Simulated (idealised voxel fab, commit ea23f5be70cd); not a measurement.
Process module, titled voxel transistor to metal
This is section cut - it's 275 nm across, gridded in 5 nm square cells.
We lay out every cross-section as a grid of square cells and spell it out in bands from the top down, where one band means one or more rows of cells.
Top, bottom (nm), then materials left to right with widths (nm); lone material tagged "throughout" fills the whole band edge to edge; "blank" = empty space.
Heights are measured from 0, the level below which the as-received wafer is all one material; the lowest band has no bottom and continues downward, written as in "0..down".
Top row gets the first number, bottom row gets the second, and each row in between changes by the same step: that is how a band width like "30 to 40" works.
You'll sometimes find "nothing changed" written for a step, and that's the way of saying that nowhere in the cross-section did a cell change during that step.
Any empty space of 8 cells or more lacking an open way to the top shows up in "Encapsulated voids" as width x height at distance, distance from the left edge, in nm.
Anything after a step's settings on that line? It's the simulator's own note about the step.
If you see "overlay nm" on a step's line and that step has a mask, it's telling you how far right of where it was planned the mask ended up; a negative number means it went left instead.

THESE ARE THE STEPS WE PLANNED FOR THE PROCESS
step 1: RECEIVE [material Si]
step 2: CONFORMAL_DEP [material SiO2] [thk nm 5]
step 3: CONFORMAL_DEP [material SiN] [thk nm 15]
step 4: DIRECTIONAL_DEP [material aC] [thk nm 10]
step 5: PATTERN [tone cover] [mask id ACTIVE] [material resist] [width nm 95] [pitch nm 120] [thk nm 25] [overlay nm 0]
step 6: DIRECTIONAL_ETCH [etch materials aC] [depth nm 10]
step 7: STRIP [etch materials resist]
step 8: DIRECTIONAL_ETCH [etch materials SiN] [depth nm 15]
step 9: DIRECTIONAL_ETCH [etch materials SiO2] [depth nm 5]
step 10: DIRECTIONAL_ETCH [etch materials Si] [depth nm 25]
step 11: STRIP [etch materials aC]
step 12: OXIDIZE [depth nm 5]
step 13: FILL_DEP [material SiO2] [thk nm 15]
step 14: CMP [height nm 20]
step 15: SELECTIVE_ETCH [etch materials SiO2] [depth nm 10]
step 16: STRIP [etch materials SiN]
step 17: SELECTIVE_ETCH [etch materials SiO2] [depth nm 5]
step 18: OXIDIZE [depth nm 5]
step 19: DIRECTIONAL_DEP [material polySi] [thk nm 30]
step 20: DIRECTIONAL_DEP [material SiCN] [thk nm 15]
step 21: DIRECTIONAL_DEP [material aC] [thk nm 15]
step 22: PATTERN [tone cover] [mask id GATE] [material resist] [width nm 25] [pitch nm 120] [thk nm 30] [overlay nm 0]
step 23: DIRECTIONAL_ETCH [etch materials aC] [depth nm 15]
step 24: STRIP [etch materials resist]
step 25: DIRECTIONAL_ETCH [etch materials SiCN] [depth nm 25]
step 26: DIRECTIONAL_ETCH [etch materials polySi] [depth nm 40]
step 27: STRIP [etch materials aC]
step 28: CONFORMAL_DEP [material SiO2] [thk nm 5]
step 29: DIRECTIONAL_ETCH [etch materials SiO2] [depth nm 5]
step 30: CONFORMAL_DEP [material SiN] [thk nm 5]
step 31: DIRECTIONAL_ETCH [etch materials SiN] [depth nm 5]
step 32: DIRECTIONAL_ETCH [etch materials SiO2] [depth nm 5]
step 33: EPI [material pSi] [thk nm 5]
step 34: FILL_DEP [material SiO2] [thk nm 5]
step 35: CMP [height nm 30]
step 36: STRIP [etch materials polySi]
step 37: SELECTIVE_ETCH [etch materials SiO2] [depth nm 5]
step 38: CONFORMAL_DEP [material HfO2] [thk nm 5]
step 39: CONFORMAL_DEP [material TiN] [thk nm 5]
step 40: FILL_DEP [material W] [thk nm 10]
step 41: CMP [height nm 25]
step 42: DIRECTIONAL_DEP [material SiO2] [thk nm 15]
step 43: DIRECTIONAL_DEP [material aC] [thk nm 15]
step 44: PATTERN [tone open] [mask id CONTACT] [material resist] [width nm 15] [thk nm 30] [overlay nm 0]
step 45: DIRECTIONAL_ETCH [etch materials aC] [depth nm 15]
step 46: STRIP [etch materials resist]
step 47: DIRECTIONAL_ETCH [etch materials SiO2] [depth nm 40]
step 48: STRIP [etch materials aC]
step 49: CONFORMAL_DEP [material TiN] [thk nm 5]
step 50: FILL_DEP [material W] [thk nm 5]
step 51: CMP [height nm 40]
step 52: CONFORMAL_DEP [material SiN] [thk nm 5]
step 53: DIRECTIONAL_DEP [material SiO2] [thk nm 20]
step 54: PATTERN [tone open] [mask id METAL_1] [material resist] [width nm 15] [thk nm 15] [overlay nm 0]
step 55: DIRECTIONAL_ETCH [etch materials SiO2] [depth nm 20]
step 56: DIRECTIONAL_ETCH [etch materials SiN] [depth nm 5]
step 57: STRIP [etch materials resist]
step 58: CONFORMAL_DEP [material TiN] [thk nm 5]
step 59: FILL_DEP [material Cu] [thk nm 5]
step 60: CMP [height nm 65]
step 61: CONFORMAL_DEP [material SiCN] [thk nm 5]
step 62: DIRECTIONAL_DEP [material lowk] [thk nm 30]
step 63: MASKED_ETCH [tone open] [mask id METAL_2] [width nm 15] [pitch nm 120] [etch materials lowk] [depth nm 20] [overlay nm 0]
step 64: PATTERN [tone open] [mask id METAL_2_HOLES] [material resist] [width nm 15] [pitch nm 120] [thk nm 20] [overlay nm 0]
step 65: DIRECTIONAL_ETCH [etch materials lowk] [depth nm 10]
step 66: DIRECTIONAL_ETCH [etch materials SiCN] [depth nm 5]
step 67: STRIP [etch materials resist]
step 68: CONFORMAL_DEP [material TiN] [thk nm 5]
step 69: FILL_DEP [material Cu] [thk nm 10]
step 70: CMP [height nm 100]
step 71: CONFORMAL_DEP [material SiN] [thk nm 5]

CROSS-SECTION OF THE INCOMING WAFER, STATE AFTER STEP 1
0..down  Si throughout
Encapsulated voids: none

FINAL WAFER PROFILE IN CROSS-SECTION AFTER THE MODULE, FROM THE SAME START AND PLAN AS ABOVE, WITH ONE MISTAKE MADE DURING PROCESSING
105..100  SiN throughout
100..90  lowk 35; TiN 5; Cu 10 to 5; TiN 5 to 10; lowk 100; TiN 5; Cu 10 to 5; TiN 5 to 10; lowk 100
90..85  lowk 35; TiN 5; Cu 5; TiN 5; lowk 105; TiN 5; Cu 5; TiN 5; lowk 105
85..80  lowk 35; TiN 15; lowk 105; TiN 15; lowk 105
80..70  lowk 40; TiN 10; lowk 110; TiN 10; lowk 105
70..65  SiCN 40; TiN 10; SiCN 110; TiN 10; SiCN 105
65..45  SiO2 35; TiN 5; Cu 5; TiN 5; SiO2 55; TiN 5; Cu 5; TiN 5; SiO2 35; TiN 5; Cu 5; TiN 5; SiO2 55; TiN 5; Cu 5; TiN 5; SiO2 35
45..40  SiN 35; TiN 15; SiN 55; TiN 15; SiN 35; TiN 15; SiN 55; TiN 15; SiN 35
40..25  SiO2 35; TiN 5; W 5; TiN 5; SiO2 55; TiN 5; W 5; TiN 5; SiO2 35; TiN 5; W 5; TiN 5; SiO2 55; TiN 5; W 5; TiN 5; SiO2 35
25..5  SiO2 35; TiN 5; W 5; TiN 5; SiO2 5; SiN 5; HfO2 5; TiN 5; W 15; TiN 5; HfO2 5; SiN 5; SiO2 5; TiN 5; W 5; TiN 5; SiO2 35; TiN 5; W 5; TiN 5; SiO2 5; SiN 5; HfO2 5; TiN 5; W 15; TiN 5; HfO2 5; SiN 5; SiO2 5; TiN 5; W 5; TiN 5; SiO2 35
5..0  SiO2 30; SiN 5; TiN 15; SiO2 5; SiN 5; HfO2 5; TiN 25; HfO2 5; SiN 5; SiO2 5; TiN 15; SiN 5; SiO2 25; SiN 5; TiN 15; SiO2 5; SiN 5; HfO2 5; TiN 25; HfO2 5; SiN 5; SiO2 5; TiN 15; SiN 5; SiO2 30
0..-5  SiO2 35; pSi 20; SiO2 5; HfO2 35; SiO2 5; pSi 20; SiO2 35; pSi 20; SiO2 5; HfO2 35; SiO2 5; pSi 20; SiO2 35
-5..-30  SiO2 35; Si 85; SiO2 35; Si 85; SiO2 35
-30..down  Si throughout
Encapsulated voids: none
Want to know what went wrong? step 64 was processed under conditions differing from the plan, specifically as PATTERN [tone open] [mask id METAL_2_HOLES] [material resist] [width nm 15] [pitch nm 120] [thk nm 20] [overlay nm 5]
